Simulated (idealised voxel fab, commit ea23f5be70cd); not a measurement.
This section sets out a process module, namely voxel self aligned contacts.
Cross-section cut: width 215 nm, square cells of 5 nm.
Reading order for cross-sections: top band down to bottom band. Underlying form: a grid of square cells. Band size: one or more rows of cells. In this notation a band is specified by the heights of its top and bottom, in that order and in nm, after which its materials appear from left to right, each paired with its width in nm. The word "all across" attached to a single material means that material fills the band from edge to edge; the word "empty" stands for empty space. The level at which height equals 0 is the one under which the wafer, as it arrives, is entirely one material. No lower edge exists for the bottom band, which continues downward and is notated as in "0 down". Read "30 to 40" as a graded width: first number on top, second number at the bottom, same change between each pair of neighbouring rows. You'll sometimes find "stayed the same" written for a step, and that's the way of saying that nowhere in the cross-section did a cell change during that step. Voids not open to the top, 8 cells minimum: see "Trapped void list". Written width x height at distance; distance is from the left edge; nm. Whatever follows a step's settings on its line is a remark the simulator itself makes about that step. Steps that use a mask can have "overlay nm" on their line. It says how far the mask sat to the right of where it was meant to be. Negative means to the left.
These are the steps we planned for the process:
1 RECEIVE, material Si
2 OXIDIZE, depth nm 5
3 DIRECTIONAL_DEP, material polySi, thk nm 25
4 DIRECTIONAL_DEP, material SiN, thk nm 15
5 PATTERN, tone cover, mask id GATE, material resist, width nm 35, pitch nm 65, thk nm 20, overlay nm 0
6 DIRECTIONAL_ETCH, etch materials SiN, depth nm 15
7 DIRECTIONAL_ETCH, etch materials polySi, depth nm 25
8 STRIP, etch materials resist
9 CONFORMAL_DEP, material SiN, thk nm 5
10 DIRECTIONAL_ETCH, etch materials SiN, depth nm 5
11 FILL_DEP, material SiO2, thk nm 15
12 CMP, height nm 45
13 MASKED_ETCH, tone open, mask id CONTACT, width nm 40, etch materials SiO2, depth nm 50, overlay nm 0
14 CONFORMAL_DEP, material TiN, thk nm 5
15 FILL_DEP, material Ru, thk nm 10
16 CMP, height nm 45
17 CONFORMAL_DEP, material SiCN, thk nm 5
Cross-sectional view of the wafer in its as-received condition, corresponding to the state after step 1:
  0 down = Si all across
  Trapped void list: none
As-planned run: cross-section of the first of two wafers at end of module:
  50 to 45 = SiCN all across
  45 to 40 = SiO2=85 / TiN=15 / Ru=10 / TiN=15 / SiO2=90
  40 to 25 = SiO2=50 / SiN=45 / TiN=5 / Ru=10 / TiN=5 / SiN=45 / SiO2=55
  25 to 0 = SiO2=50 / SiN=5 / polySi=35 / SiN=5 / TiN=5 / Ru=10 / TiN=5 / SiN=5 / polySi=35 / SiN=5 / SiO2=55
  0 to -5 = SiO2=95 / TiN=20 / SiO2=100
  -5 down = Si all across
  Trapped void list: none
Here is the second of the two wafers cut open at the end of the module - same start, same plan as the first one, but we made one mistake running it:
  50 to 45 = SiCN all across
  45 to 40 = SiO2=85 / TiN=5 / Ru=10 / TiN=25 / SiO2=90
  40 to 25 = SiO2=40 / SiN=45 / TiN=5 / Ru=10 / TiN=5 / SiN=45 / SiO2=65
  25 to 0 = SiO2=40 / SiN=5 / polySi=35 / SiN=5 / TiN=5 / Ru=10 / TiN=5 / SiN=5 / polySi=35 / SiN=5 / SiO2=65
  0 to -5 = SiO2=85 / TiN=20 / SiO2=110
  -5 down = Si all across
  Trapped void list: none
So what did we get wrong on this run? heads up, step 5 didn't go per plan, it actually ran as PATTERN, tone cover, mask id GATE, material resist, width nm 35, pitch nm 65, thk nm 20, overlay nm -10
Upon completion, the cell count for each material on the second wafer equals that on the first, whereas the spatial distribution of those cells differs.
